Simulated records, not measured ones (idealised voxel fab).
process module | voxel self aligned contacts
cross-section cut | 300 nm wide | cells 5 nm
A cross-section is a grid of square cells, given in bands from the top down. A band is one or more rows of cells.
Each band's line starts with the height of the band's top and of its bottom, in nm. Then come its materials from left to right, each with its width in nm. One material with "throughout" fills the band from edge to edge. "air" is empty space.
Height 0 is the level under which the wafer as received is all one material. The lowest band goes on downwards, as in "0 down".
A width such as "30 to 40" changes by the same amount from each row of cells to the next, from the band's top row to its bottom row.
"no change" after a step means that no cell of the cross-section changed.
closed voids: empty space of 8 cells or more with no open way to the top, each as width x height at its distance from the left edge, in nm
after a step's settings: what the simulator itself notes on the step
overlay nm, on a step with a mask: how far to the right of its planned place the mask lay; to the left if negative
plan
1 op RECEIVE | material Si
2 op OXIDIZE | depth nm 5
3 op DIRECTIONAL_DEP | material polySi | thk nm 25
4 op DIRECTIONAL_DEP | material SiN | thk nm 25
5 op PATTERN | tone cover | mask id GATE | material resist | width nm 25 | pitch nm 65 | thk nm 15 | overlay nm 0
6 op DIRECTIONAL_ETCH | etch materials SiN | depth nm 25
7 op DIRECTIONAL_ETCH | etch materials polySi | depth nm 25
8 op STRIP | etch materials resist
9 op CONFORMAL_DEP | material SiN | thk nm 10
10 op DIRECTIONAL_ETCH | etch materials SiN | depth nm 10
11 op FILL_DEP | material SiO2 | thk nm 15
12 op CMP | height nm 60
13 op MASKED_ETCH | tone open | mask id CONTACT | width nm 50 | etch materials SiO2 | depth nm 65 | overlay nm 0
14 op CONFORMAL_DEP | material TiN | thk nm 5
15 op FILL_DEP | material Ru | thk nm 5
16 op CMP | height nm 60
17 op CONFORMAL_DEP | material SiCN | thk nm 5
varied across the wafers: depth nm of step 2. The plan shows the first wafer's value. All wafers start alike
first wafer as received, after step 1
  0 down: Si throughout
  closed voids: none
first wafer at the end, after step 17
  65 to 60: SiCN throughout
  60 to 50: SiO2 125 | TiN 5 to 20 | Ru 40 to 10 | TiN 5 to 20 | SiO2 125
  50 to 25: SiO2 95 | SiN 45 | TiN 5 | Ru 10 | TiN 5 | SiN 45 | SiO2 95
  25 to 0: SiO2 95 | SiN 10 | polySi 25 | SiN 10 | TiN 5 | Ru 10 | TiN 5 | SiN 10 | polySi 25 | SiN 10 | SiO2 95
  0 to -5: SiO2 140 | TiN 20 | SiO2 140
  -5 down: Si throughout
  closed voids: none
last wafer at the end
  65 to 60: SiCN throughout
  60 to 50: SiO2 125 | TiN 5 to 20 | Ru 40 to 10 | TiN 5 to 20 | SiO2 125
  50 to 25: SiO2 95 | SiN 45 | TiN 5 | Ru 10 | TiN 5 | SiN 45 | SiO2 95
  25 to 0: SiO2 95 | SiN 10 | polySi 25 | SiN 10 | TiN 5 | Ru 10 | TiN 5 | SiN 10 | polySi 25 | SiN 10 | SiO2 95
  0 to -5: SiO2 140 | TiN 20 | SiO2 140
  -5 to -20: SiO2 throughout
  -20 down: Si throughout
  closed voids: none
each wafer at the end: cells of each material gained (+) or lost (-) since it was received, then its closed voids
depth nm 5 | +30 Ru | -60 Si | +60 SiCN | +130 SiN | +536 SiO2 | +34 TiN | +50 polySi | closed voids: none
depth nm 10 | +30 Ru | -120 Si | +60 SiCN | +130 SiN | +596 SiO2 | +34 TiN | +50 polySi | closed voids: none
depth nm 15 | +30 Ru | -180 Si | +60 SiCN | +130 SiN | +656 SiO2 | +34 TiN | +50 polySi | closed voids: none
depth nm 20 | +30 Ru | -240 Si | +60 SiCN | +130 SiN | +716 SiO2 | +34 TiN | +50 polySi | closed voids: none
